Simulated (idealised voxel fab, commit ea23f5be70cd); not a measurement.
The name of this process module is voxel wiring stack.
We display cut, a cross-section 280 nm in width whose square cells are each 5 nm.
We lay out every cross-section as a grid of square cells and spell it out in bands from the top down, where one band means one or more rows of cells.
Look at the band entry: it leads with the top's height and the bottom's height in nm. Then it lists the materials left to right, with a width in nm for each. The word "throughout" on a single material says that material fills the band edge to edge. The word "air" is empty space.
Height 0 is the level under which the wafer as received is all one material. The lowest band goes on downwards, as in "0 nm and below".
Top row gets the first number, bottom row gets the second, and each row in between changes by the same step: that is how a band width like "30->40" works.
"nothing changed", as given for a step, is the statement that not any cell of the cross-section underwent a change during that step.
Entry "Cavities, sealed". Content: empty spaces with no open connection to the top, size 8 cells or greater. Each: width x height at distance. Distance: from left edge. Unit: nm.
Post-settings text on a step line: simulator's own remark regarding the step.
overlay nm: for a step with a mask, the amount by which the mask lay right of where it was planned; a negative amount means left of it.

Set out below are the planned steps of the process:
| 1 | op RECEIVE | material Si |
| 2 | op CONFORMAL_DEP | material SiO2 | thk nm 15 |
| 3 | op DIRECTIONAL_DEP | material TiN | thk nm 5 |
| 4 | op DIRECTIONAL_DEP | material Ru | thk nm 25 |
| 5 | op MASKED_ETCH | tone cover | mask id METAL_1 | width nm 20 | pitch nm 50 | etch materials Ru | depth nm 25 | overlay nm 0 |
| 6 | op MASKED_ETCH | tone cover | mask id METAL_1 | width nm 20 | pitch nm 50 | etch materials TiN | depth nm 5 | overlay nm 0 |
| 7 | op CONFORMAL_DEP | material SiCN | thk nm 5 |
| 8 | op FILL_DEP | material SiO2 | thk nm 5 |
| 9 | op CMP | height nm 45 |
| 10 | op CONFORMAL_DEP | material SiCN | thk nm 5 |
| 11 | op DIRECTIONAL_DEP | material lowk | thk nm 20 |
| 12 | op PATTERN | tone open | mask id PLUG_1 | material resist | width nm 15 | pitch nm 100 | thk nm 15 | overlay nm 0 |
| 13 | op DIRECTIONAL_ETCH | etch materials lowk | depth nm 20 |
| 14 | op DIRECTIONAL_ETCH | etch materials SiCN | depth nm 5 |
| 15 | op STRIP | etch materials resist |
| 16 | op CONFORMAL_DEP | material TiN | thk nm 5 |
| 17 | op FILL_DEP | material W | thk nm 5 |
| 18 | op CMP | height nm 70 |
| 19 | op DIRECTIONAL_DEP | material TiN | thk nm 5 |
| 20 | op DIRECTIONAL_DEP | material Ru | thk nm 20 |
| 21 | op DIRECTIONAL_DEP | material aC | thk nm 10 |
| 22 | op PATTERN | tone cover | mask id METAL_2 | material resist | width nm 20 | pitch nm 50 | thk nm 30 | overlay nm 0 |
| 23 | op DIRECTIONAL_ETCH | etch materials aC | depth nm 10 |
| 24 | op STRIP | etch materials resist |
| 25 | op DIRECTIONAL_ETCH | etch materials Ru | depth nm 20 |
| 26 | op DIRECTIONAL_ETCH | etch materials TiN | depth nm 5 |
| 27 | op STRIP | etch materials aC |
| 28 | op CONFORMAL_DEP | material SiN | thk nm 5 |
| 29 | op FILL_DEP | material lowk | thk nm 5 |
| 30 | op CMP | height nm 95 |
| 31 | op CONFORMAL_DEP | material SiCN | thk nm 5 |
| 32 | op DIRECTIONAL_DEP | material lowk | thk nm 25 |
| 33 | op MASKED_ETCH | tone open | mask id METAL_3_HOLES | width nm 15 | pitch nm 100 | etch materials lowk | depth nm 25 | overlay nm 0 |
| 34 | op PATTERN | tone open | mask id METAL_3 | material resist | width nm 20 | pitch nm 50 | thk nm 20 | overlay nm 0 |
| 35 | op DIRECTIONAL_ETCH | etch materials lowk | depth nm 15 |
| 36 | op DIRECTIONAL_ETCH | etch materials SiCN | depth nm 5 |
| 37 | op STRIP | etch materials resist |
| 38 | op CONFORMAL_DEP | material TiN | thk nm 5 |
| 39 | op FILL_DEP | material Cu | thk nm 5 |
| 40 | op CMP | height nm 125 |
| 41 | op CONFORMAL_DEP | material SiN | thk nm 5 |

Wafer, first of two, run as planned:

This is the cross-section of the wafer as we received it, i.e. after step 1:
- 0 nm and below  Si throughout
- Cavities, sealed: none

After step 2, in cross-section:
- 15 nm to 0 nm  SiO2 throughout
- Rest of section, below 0: as before.

After step 3, in cross-section:
- 20 nm to 15 nm  TiN throughout
- Rest of section, below 15: as before.

After step 4, in cross-section:
- 45 nm to 20 nm  Ru throughout
- Rest of section, below 20: as before.

After step 5, in cross-section:
- 45 nm to 20 nm  80 of air; 20 of Ru; 30 of air; 20 of Ru; 30 of air; 20 of Ru; 80 of air
- Rest of section, below 20: as before.

After step 6, in cross-section:
- 45 nm to 20 nm  80 of air; 20 of Ru; 30 of air; 20 of Ru; 30 of air; 20 of Ru; 80 of air
- 20 nm to 15 nm  80 of air; 20 of TiN; 30 of air; 20 of TiN; 30 of air; 20 of TiN; 80 of air
- Rest of section, below 15: as before.

After step 7, in cross-section:
- 50 nm to 45 nm  75 of air; 30 of SiCN; 20 of air; 30 of SiCN; 20 of air; 30 of SiCN; 75 of air
- 45 nm to 20 nm  75 of air; 5 of SiCN; 20 of Ru; 5 of SiCN; 20 of air; 5 of SiCN; 20 of Ru; 5 of SiCN; 20 of air; 5 of SiCN; 20 of Ru; 5 of SiCN; 75 of air
- 20 nm to 15 nm  80 of SiCN; 20 of TiN; 30 of SiCN; 20 of TiN; 30 of SiCN; 20 of TiN; 80 of SiCN
- Rest of section, below 15: as before.

After step 8, in cross-section:
- 55 nm to 50 nm  SiO2 throughout
- 50 nm to 45 nm  75 of SiO2; 30 of SiCN; 20 of SiO2; 30 of SiCN; 20 of SiO2; 30 of SiCN; 75 of SiO2
- 45 nm to 20 nm  75 of SiO2; 5 of SiCN; 20 of Ru; 5 of SiCN; 20 of SiO2; 5 of SiCN; 20 of Ru; 5 of SiCN; 20 of SiO2; 5 of SiCN; 20 of Ru; 5 of SiCN; 75 of SiO2
- Rest of section, below 20: as before.

After step 9, in cross-section:
- 45 nm to 20 nm  75 of SiO2; 5 of SiCN; 20 of Ru; 5 of SiCN; 20 of SiO2; 5 of SiCN; 20 of Ru; 5 of SiCN; 20 of SiO2; 5 of SiCN; 20 of Ru; 5 of SiCN; 75 of SiO2
- Rest of section, below 20: as before.

After step 10, in cross-section:
- 50 nm to 45 nm  SiCN throughout
- Rest of section, below 45: as before.

After step 11, in cross-section:
- 70 nm to 50 nm  lowk throughout
- Rest of section, below 50: as before.

After step 12, in cross-section:
- 85 nm to 70 nm  80 of resist; 15 of air; 85 of resist; 15 of air; 85 of resist
- Rest of section, below 70: as before.

After step 13, in cross-section:
- 85 nm to 70 nm  80 of resist; 15 of air; 85 of resist; 15 of air; 85 of resist
- 70 nm to 50 nm  80 of lowk; 15 of air; 85 of lowk; 15 of air; 85 of lowk
- Rest of section, below 50: as before.

After step 14, in cross-section:
- 85 nm to 70 nm  80 of resist; 15 of air; 85 of resist; 15 of air; 85 of resist
- 70 nm to 50 nm  80 of lowk; 15 of air; 85 of lowk; 15 of air; 85 of lowk
- 50 nm to 45 nm  80 of SiCN; 15 of air; 85 of SiCN; 15 of air; 85 of SiCN
- Rest of section, below 45: as before.

After step 15, in cross-section:
- 70 nm to 50 nm  80 of lowk; 15 of air; 85 of lowk; 15 of air; 85 of lowk
- Rest of section, below 50: as before.

After step 16, in cross-section:
- 75 nm to 70 nm  85 of TiN; 5 of air; 95 of TiN; 5 of air; 90 of TiN
- 70 nm to 50 nm  80 of lowk; 5 of TiN; 5 of air; 5 of TiN; 85 of lowk; 5 of TiN; 5 of air; 5 of TiN; 85 of lowk
- 50 nm to 45 nm  80 of SiCN; 15 of TiN; 85 of SiCN; 15 of TiN; 85 of SiCN
- Rest of section, below 45: as before.

After step 17, in cross-section:
- 80 nm to 75 nm  W throughout
- 75 nm to 70 nm  85 of TiN; 5 of W; 95 of TiN; 5 of W; 90 of TiN
- 70 nm to 50 nm  80 of lowk; 5 of TiN; 5 of W; 5 of TiN; 85 of lowk; 5 of TiN; 5 of W; 5 of TiN; 85 of lowk
- Rest of section, below 50: as before.

After step 18, in cross-section:
- 70 nm to 50 nm  80 of lowk; 5 of TiN; 5 of W; 5 of TiN; 85 of lowk; 5 of TiN; 5 of W; 5 of TiN; 85 of lowk
- Rest of section, below 50: as before.

After step 19, in cross-section:
- 75 nm to 70 nm  TiN throughout
- Rest of section, below 70: as before.

After step 20, in cross-section:
- 95 nm to 75 nm  Ru throughout
- Rest of section, below 75: as before.

After step 21, in cross-section:
- 105 nm to 95 nm  aC throughout
- Rest of section, below 95: as before.

After step 22, in cross-section:
- 135 nm to 105 nm  80 of air; 20 of resist; 30 of air; 20 of resist; 30 of air; 20 of resist; 80 of air
- Rest of section, below 105: as before.

After step 23, in cross-section:
- 125 nm to 105 nm  80 of air; 20 of resist; 30 of air; 20 of resist; 30 of air; 20 of resist; 80 of air
- 105 nm to 95 nm  80 of air; 20 of aC; 30 of air; 20 of aC; 30 of air; 20 of aC; 80 of air
- Rest of section, below 95: as before.

After step 24, in cross-section:
- 105 nm to 95 nm  80 of air; 20 of aC; 30 of air; 20 of aC; 30 of air; 20 of aC; 80 of air
- Rest of section, below 95: as before.

After step 25, in cross-section:
- 105 nm to 95 nm  80 of air; 20 of aC; 30 of air; 20 of aC; 30 of air; 20 of aC; 80 of air
- 95 nm to 75 nm  80 of air; 20 of Ru; 30 of air; 20 of Ru; 30 of air; 20 of Ru; 80 of air
- Rest of section, below 75: as before.

After step 26, in cross-section:
- 105 nm to 95 nm  80 of air; 20 of aC; 30 of air; 20 of aC; 30 of air; 20 of aC; 80 of air
- 95 nm to 75 nm  80 of air; 20 of Ru; 30 of air; 20 of Ru; 30 of air; 20 of Ru; 80 of air
- 75 nm to 70 nm  80 of air; 20 of TiN; 30 of air; 20 of TiN; 30 of air; 20 of TiN; 80 of air
- Rest of section, below 70: as before.

After step 27, in cross-section:
- 95 nm to 75 nm  80 of air; 20 of Ru; 30 of air; 20 of Ru; 30 of air; 20 of Ru; 80 of air
- Rest of section, below 75: as before.

After step 28, in cross-section:
- 100 nm to 95 nm  75 of air; 30 of SiN; 20 of air; 30 of SiN; 20 of air; 30 of SiN; 75 of air
- 95 nm to 75 nm  75 of air; 5 of SiN; 20 of Ru; 5 of SiN; 20 of air; 5 of SiN; 20 of Ru; 5 of SiN; 20 of air; 5 of SiN; 20 of Ru; 5 of SiN; 75 of air
- 75 nm to 70 nm  80 of SiN; 20 of TiN; 30 of SiN; 20 of TiN; 30 of SiN; 20 of TiN; 80 of SiN
- Rest of section, below 70: as before.

After step 29, in cross-section:
- 105 nm to 100 nm  lowk throughout
- 100 nm to 95 nm  75 of lowk; 30 of SiN; 20 of lowk; 30 of SiN; 20 of lowk; 30 of SiN; 75 of lowk
- 95 nm to 75 nm  75 of lowk; 5 of SiN; 20 of Ru; 5 of SiN; 20 of lowk; 5 of SiN; 20 of Ru; 5 of SiN; 20 of lowk; 5 of SiN; 20 of Ru; 5 of SiN; 75 of lowk
- Rest of section, below 75: as before.

After step 30, in cross-section:
- 95 nm to 75 nm  75 of lowk; 5 of SiN; 20 of Ru; 5 of SiN; 20 of lowk; 5 of SiN; 20 of Ru; 5 of SiN; 20 of lowk; 5 of SiN; 20 of Ru; 5 of SiN; 75 of lowk
- Rest of section, below 75: as before.

After step 31, in cross-section:
- 100 nm to 95 nm  SiCN throughout
- Rest of section, below 95: as before.

After step 32, in cross-section:
- 125 nm to 100 nm  lowk throughout
- Rest of section, below 100: as before.

After step 33, in cross-section:
- 125 nm to 100 nm  80 of lowk; 15 of air; 85 of lowk; 15 of air; 85 of lowk
- Rest of section, below 100: as before.

After step 34, in cross-section:
- 145 nm to 125 nm  80 of resist; 20 of air; 30 of resist; 20 of air; 30 of resist; 20 of air; 80 of resist
- Rest of section, below 125: as before.

After step 35, in cross-section:
- 145 nm to 125 nm  80 of resist; 20 of air; 30 of resist; 20 of air; 30 of resist; 20 of air; 80 of resist
- 125 nm to 110 nm  80 of lowk; 20 of air; 30 of lowk; 20 of air; 30 of lowk; 20 of air; 80 of lowk
- Rest of section, below 110: as before.

After step 36, in cross-section:
- 145 nm to 125 nm  80 of resist; 20 of air; 30 of resist; 20 of air; 30 of resist; 20 of air; 80 of resist
- 125 nm to 110 nm  80 of lowk; 20 of air; 30 of lowk; 20 of air; 30 of lowk; 20 of air; 80 of lowk
- 110 nm to 100 nm  80 of lowk; 15 of air; 85 of lowk; 15 of air; 85 of lowk
- 100 nm to 95 nm  80 of SiCN; 15 of air; 85 of SiCN; 15 of air; 85 of SiCN
- Rest of section, below 95: as before.

After step 37, in cross-section:
- 125 nm to 110 nm  80 of lowk; 20 of air; 30 of lowk; 20 of air; 30 of lowk; 20 of air; 80 of lowk
- Rest of section, below 110: as before.

After step 38, in cross-section:
- 130 nm to 125 nm  85 of TiN; 10 of air; 40 of TiN; 10 of air; 40 of TiN; 10 of air; 85 of TiN
- 125 nm to 115 nm  80 of lowk; 5 of TiN; 10 of air; 5 of TiN; 30 of lowk; 5 of TiN; 10 of air; 5 of TiN; 30 of lowk; 5 of TiN; 10 of air; 5 of TiN; 80 of lowk
- 115 nm to 110 nm  80 of lowk; 5 of TiN; 5 of air; 10 of TiN; 30 of lowk; 20 of TiN; 30 of lowk; 5 of TiN; 5 of air; 10 of TiN; 80 of lowk
- 110 nm to 100 nm  80 of lowk; 5 of TiN; 5 of air; 5 of TiN; 85 of lowk; 5 of TiN; 5 of air; 5 of TiN; 85 of lowk
- 100 nm to 95 nm  80 of SiCN; 15 of TiN; 85 of SiCN; 15 of TiN; 85 of SiCN
- Rest of section, below 95: as before.

After step 39, in cross-section:
- 135 nm to 130 nm  Cu throughout
- 130 nm to 125 nm  85 of TiN; 10 of Cu; 40 of TiN; 10 of Cu; 40 of TiN; 10 of Cu; 85 of TiN
- 125 nm to 115 nm  80 of lowk; 5 of TiN; 10 of Cu; 5 of TiN; 30 of lowk; 5 of TiN; 10 of Cu; 5 of TiN; 30 of lowk; 5 of TiN; 10 of Cu; 5 of TiN; 80 of lowk
- 115 nm to 110 nm  80 of lowk; 5 of TiN; 5 of Cu; 10 of TiN; 30 of lowk; 20 of TiN; 30 of lowk; 5 of TiN; 5 of Cu; 10 of TiN; 80 of lowk
- 110 nm to 100 nm  80 of lowk; 5 of TiN; 5 of Cu; 5 of TiN; 85 of lowk; 5 of TiN; 5 of Cu; 5 of TiN; 85 of lowk
- Rest of section, below 100: as before.

After step 40, in cross-section:
- 125 nm to 115 nm  80 of lowk; 5 of TiN; 10 of Cu; 5 of TiN; 30 of lowk; 5 of TiN; 10 of Cu; 5 of TiN; 30 of lowk; 5 of TiN; 10 of Cu; 5 of TiN; 80 of lowk
- Rest of section, below 115: as before.

After step 41, in cross-section:
- 130 nm to 125 nm  SiN throughout
- Rest of section, below 125: as before.

Wafer two of the pair: same origin, same plan, one error during the run; identical to wafer one up to and including step 1:

The second wafer in cross-section, at the planned close of step 2:
- 30 nm to 0 nm  SiO2 throughout
- Rest of section, below 0: as before.

The second wafer in cross-section, at the planned close of step 3:
- 35 nm to 30 nm  TiN throughout
- Rest of section, below 30: as before.

The second wafer in cross-section, at the planned close of step 4:
- 60 nm to 35 nm  Ru throughout
- Rest of section, below 35: as before.

The second wafer in cross-section, at the planned close of step 5:
- 60 nm to 35 nm  80 of air; 20 of Ru; 30 of air; 20 of Ru; 30 of air; 20 of Ru; 80 of air
- Rest of section, below 35: as before.

The second wafer in cross-section, at the planned close of step 6:
- 60 nm to 35 nm  80 of air; 20 of Ru; 30 of air; 20 of Ru; 30 of air; 20 of Ru; 80 of air
- 35 nm to 30 nm  80 of air; 20 of TiN; 30 of air; 20 of TiN; 30 of air; 20 of TiN; 80 of air
- Rest of section, below 30: as before.

The second wafer in cross-section, at the planned close of step 7:
- 65 nm to 60 nm  75 of air; 30 of SiCN; 20 of air; 30 of SiCN; 20 of air; 30 of SiCN; 75 of air
- 60 nm to 35 nm  75 of air; 5 of SiCN; 20 of Ru; 5 of SiCN; 20 of air; 5 of SiCN; 20 of Ru; 5 of SiCN; 20 of air; 5 of SiCN; 20 of Ru; 5 of SiCN; 75 of air
- 35 nm to 30 nm  80 of SiCN; 20 of TiN; 30 of SiCN; 20 of TiN; 30 of SiCN; 20 of TiN; 80 of SiCN
- Rest of section, below 30: as before.

The second wafer in cross-section, at the planned close of step 8:
- 70 nm to 65 nm  SiO2 throughout
- 65 nm to 60 nm  75 of SiO2; 30 of SiCN; 20 of SiO2; 30 of SiCN; 20 of SiO2; 30 of SiCN; 75 of SiO2
- 60 nm to 35 nm  75 of SiO2; 5 of SiCN; 20 of Ru; 5 of SiCN; 20 of SiO2; 5 of SiCN; 20 of Ru; 5 of SiCN; 20 of SiO2; 5 of SiCN; 20 of Ru; 5 of SiCN; 75 of SiO2
- Rest of section, below 35: as before.

The second wafer in cross-section, at the planned close of step 9:
- 45 nm to 35 nm  75 of SiO2; 5 of SiCN; 20 of Ru; 5 of SiCN; 20 of SiO2; 5 of SiCN; 20 of Ru; 5 of SiCN; 20 of SiO2; 5 of SiCN; 20 of Ru; 5 of SiCN; 75 of SiO2
- Rest of section, below 35: as before.

The second wafer in cross-section, at the planned close of step 10:
- 50 nm to 45 nm  SiCN throughout
- Rest of section, below 45: as before.

The second wafer in cross-section, at the planned close of step 11:
- 70 nm to 50 nm  lowk throughout
- Rest of section, below 50: as before.

The second wafer in cross-section, at the planned close of step 12:
- 85 nm to 70 nm  80 of resist; 15 of air; 85 of resist; 15 of air; 85 of resist
- Rest of section, below 70: as before.

The second wafer in cross-section, at the planned close of step 13:
- 85 nm to 70 nm  80 of resist; 15 of air; 85 of resist; 15 of air; 85 of resist
- 70 nm to 50 nm  80 of lowk; 15 of air; 85 of lowk; 15 of air; 85 of lowk
- Rest of section, below 50: as before.

The second wafer in cross-section, at the planned close of step 14:
- 85 nm to 70 nm  80 of resist; 15 of air; 85 of resist; 15 of air; 85 of resist
- 70 nm to 50 nm  80 of lowk; 15 of air; 85 of lowk; 15 of air; 85 of lowk
- 50 nm to 45 nm  80 of SiCN; 15 of air; 85 of SiCN; 15 of air; 85 of SiCN
- Rest of section, below 45: as before.

The second wafer in cross-section, at the planned close of step 15:
- 70 nm to 50 nm  80 of lowk; 15 of air; 85 of lowk; 15 of air; 85 of lowk
- Rest of section, below 50: as before.

The second wafer in cross-section, at the planned close of step 16:
- 75 nm to 70 nm  85 of TiN; 5 of air; 95 of TiN; 5 of air; 90 of TiN
- 70 nm to 50 nm  80 of lowk; 5 of TiN; 5 of air; 5 of TiN; 85 of lowk; 5 of TiN; 5 of air; 5 of TiN; 85 of lowk
- 50 nm to 45 nm  80 of SiCN; 15 of TiN; 85 of SiCN; 15 of TiN; 85 of SiCN
- Rest of section, below 45: as before.

The second wafer in cross-section, at the planned close of step 17:
- 80 nm to 75 nm  W throughout
- 75 nm to 70 nm  85 of TiN; 5 of W; 95 of TiN; 5 of W; 90 of TiN
- 70 nm to 50 nm  80 of lowk; 5 of TiN; 5 of W; 5 of TiN; 85 of lowk; 5 of TiN; 5 of W; 5 of TiN; 85 of lowk
- Rest of section, below 50: as before.

The second wafer in cross-section, at the planned close of step 18:
- 70 nm to 50 nm  80 of lowk; 5 of TiN; 5 of W; 5 of TiN; 85 of lowk; 5 of TiN; 5 of W; 5 of TiN; 85 of lowk
- Rest of section, below 50: as before.

The second wafer in cross-section, at the planned close of step 19:
- 75 nm to 70 nm  TiN throughout
- Rest of section, below 70: as before.

The second wafer in cross-section, at the planned close of step 20:
- 95 nm to 75 nm  Ru throughout
- Rest of section, below 75: as before.

The second wafer in cross-section, at the planned close of step 21:
- 105 nm to 95 nm  aC throughout
- Rest of section, below 95: as before.

The second wafer in cross-section, at the planned close of step 22:
- 135 nm to 105 nm  80 of air; 20 of resist; 30 of air; 20 of resist; 30 of air; 20 of resist; 80 of air
- Rest of section, below 105: as before.

The second wafer in cross-section, at the planned close of step 23:
- 125 nm to 105 nm  80 of air; 20 of resist; 30 of air; 20 of resist; 30 of air; 20 of resist; 80 of air
- 105 nm to 95 nm  80 of air; 20 of aC; 30 of air; 20 of aC; 30 of air; 20 of aC; 80 of air
- Rest of section, below 95: as before.

The second wafer in cross-section, at the planned close of step 24:
- 105 nm to 95 nm  80 of air; 20 of aC; 30 of air; 20 of aC; 30 of air; 20 of aC; 80 of air
- Rest of section, below 95: as before.

The second wafer in cross-section, at the planned close of step 25:
- 105 nm to 95 nm  80 of air; 20 of aC; 30 of air; 20 of aC; 30 of air; 20 of aC; 80 of air
- 95 nm to 75 nm  80 of air; 20 of Ru; 30 of air; 20 of Ru; 30 of air; 20 of Ru; 80 of air
- Rest of section, below 75: as before.

The second wafer in cross-section, at the planned close of step 26:
- 105 nm to 95 nm  80 of air; 20 of aC; 30 of air; 20 of aC; 30 of air; 20 of aC; 80 of air
- 95 nm to 75 nm  80 of air; 20 of Ru; 30 of air; 20 of Ru; 30 of air; 20 of Ru; 80 of air
- 75 nm to 70 nm  80 of air; 20 of TiN; 30 of air; 20 of TiN; 30 of air; 20 of TiN; 80 of air
- Rest of section, below 70: as before.

The second wafer in cross-section, at the planned close of step 27:
- 95 nm to 75 nm  80 of air; 20 of Ru; 30 of air; 20 of Ru; 30 of air; 20 of Ru; 80 of air
- Rest of section, below 75: as before.

The second wafer in cross-section, at the planned close of step 28:
- 100 nm to 95 nm  75 of air; 30 of SiN; 20 of air; 30 of SiN; 20 of air; 30 of SiN; 75 of air
- 95 nm to 75 nm  75 of air; 5 of SiN; 20 of Ru; 5 of SiN; 20 of air; 5 of SiN; 20 of Ru; 5 of SiN; 20 of air; 5 of SiN; 20 of Ru; 5 of SiN; 75 of air
- 75 nm to 70 nm  80 of SiN; 20 of TiN; 30 of SiN; 20 of TiN; 30 of SiN; 20 of TiN; 80 of SiN
- Rest of section, below 70: as before.

The second wafer in cross-section, at the planned close of step 29:
- 105 nm to 100 nm  lowk throughout
- 100 nm to 95 nm  75 of lowk; 30 of SiN; 20 of lowk; 30 of SiN; 20 of lowk; 30 of SiN; 75 of lowk
- 95 nm to 75 nm  75 of lowk; 5 of SiN; 20 of Ru; 5 of SiN; 20 of lowk; 5 of SiN; 20 of Ru; 5 of SiN; 20 of lowk; 5 of SiN; 20 of Ru; 5 of SiN; 75 of lowk
- Rest of section, below 75: as before.

The second wafer in cross-section, at the planned close of step 30:
- 95 nm to 75 nm  75 of lowk; 5 of SiN; 20 of Ru; 5 of SiN; 20 of lowk; 5 of SiN; 20 of Ru; 5 of SiN; 20 of lowk; 5 of SiN; 20 of Ru; 5 of SiN; 75 of lowk
- Rest of section, below 75: as before.

The second wafer in cross-section, at the planned close of step 31:
- 100 nm to 95 nm  SiCN throughout
- Rest of section, below 95: as before.

The second wafer in cross-section, at the planned close of step 32:
- 125 nm to 100 nm  lowk throughout
- Rest of section, below 100: as before.

The second wafer in cross-section, at the planned close of step 33:
- 125 nm to 100 nm  80 of lowk; 15 of air; 85 of lowk; 15 of air; 85 of lowk
- Rest of section, below 100: as before.

The second wafer in cross-section, at the planned close of step 34:
- 145 nm to 125 nm  80 of resist; 20 of air; 30 of resist; 20 of air; 30 of resist; 20 of air; 80 of resist
- Rest of section, below 125: as before.

The second wafer in cross-section, at the planned close of step 35:
- 145 nm to 125 nm  80 of resist; 20 of air; 30 of resist; 20 of air; 30 of resist; 20 of air; 80 of resist
- 125 nm to 110 nm  80 of lowk; 20 of air; 30 of lowk; 20 of air; 30 of lowk; 20 of air; 80 of lowk
- Rest of section, below 110: as before.

The second wafer in cross-section, at the planned close of step 36:
- 145 nm to 125 nm  80 of resist; 20 of air; 30 of resist; 20 of air; 30 of resist; 20 of air; 80 of resist
- 125 nm to 110 nm  80 of lowk; 20 of air; 30 of lowk; 20 of air; 30 of lowk; 20 of air; 80 of lowk
- 110 nm to 100 nm  80 of lowk; 15 of air; 85 of lowk; 15 of air; 85 of lowk
- 100 nm to 95 nm  80 of SiCN; 15 of air; 85 of SiCN; 15 of air; 85 of SiCN
- Rest of section, below 95: as before.

The second wafer in cross-section, at the planned close of step 37:
- 125 nm to 110 nm  80 of lowk; 20 of air; 30 of lowk; 20 of air; 30 of lowk; 20 of air; 80 of lowk
- Rest of section, below 110: as before.

The second wafer in cross-section, at the planned close of step 38:
- 130 nm to 125 nm  85 of TiN; 10 of air; 40 of TiN; 10 of air; 40 of TiN; 10 of air; 85 of TiN
- 125 nm to 115 nm  80 of lowk; 5 of TiN; 10 of air; 5 of TiN; 30 of lowk; 5 of TiN; 10 of air; 5 of TiN; 30 of lowk; 5 of TiN; 10 of air; 5 of TiN; 80 of lowk
- 115 nm to 110 nm  80 of lowk; 5 of TiN; 5 of air; 10 of TiN; 30 of lowk; 20 of TiN; 30 of lowk; 5 of TiN; 5 of air; 10 of TiN; 80 of lowk
- 110 nm to 100 nm  80 of lowk; 5 of TiN; 5 of air; 5 of TiN; 85 of lowk; 5 of TiN; 5 of air; 5 of TiN; 85 of lowk
- 100 nm to 95 nm  80 of SiCN; 15 of TiN; 85 of SiCN; 15 of TiN; 85 of SiCN
- Rest of section, below 95: as before.

The second wafer in cross-section, at the planned close of step 39:
- 135 nm to 130 nm  Cu throughout
- 130 nm to 125 nm  85 of TiN; 10 of Cu; 40 of TiN; 10 of Cu; 40 of TiN; 10 of Cu; 85 of TiN
- 125 nm to 115 nm  80 of lowk; 5 of TiN; 10 of Cu; 5 of TiN; 30 of lowk; 5 of TiN; 10 of Cu; 5 of TiN; 30 of lowk; 5 of TiN; 10 of Cu; 5 of TiN; 80 of lowk
- 115 nm to 110 nm  80 of lowk; 5 of TiN; 5 of Cu; 10 of TiN; 30 of lowk; 20 of TiN; 30 of lowk; 5 of TiN; 5 of Cu; 10 of TiN; 80 of lowk
- 110 nm to 100 nm  80 of lowk; 5 of TiN; 5 of Cu; 5 of TiN; 85 of lowk; 5 of TiN; 5 of Cu; 5 of TiN; 85 of lowk
- Rest of section, below 100: as before.

The second wafer in cross-section, at the planned close of step 40:
- 125 nm to 115 nm  80 of lowk; 5 of TiN; 10 of Cu; 5 of TiN; 30 of lowk; 5 of TiN; 10 of Cu; 5 of TiN; 30 of lowk; 5 of TiN; 10 of Cu; 5 of TiN; 80 of lowk
- Rest of section, below 115: as before.

The second wafer in cross-section, at the planned close of step 41:
- 130 nm to 125 nm  SiN throughout
- Rest of section, below 125: as before.
Short version of what went wrong: step 2 of the plan was performed twice
End check, counted in cells, second wafer has more or fewer of these materials than the first: Ru -36 | SiCN -18 | SiO2 +54
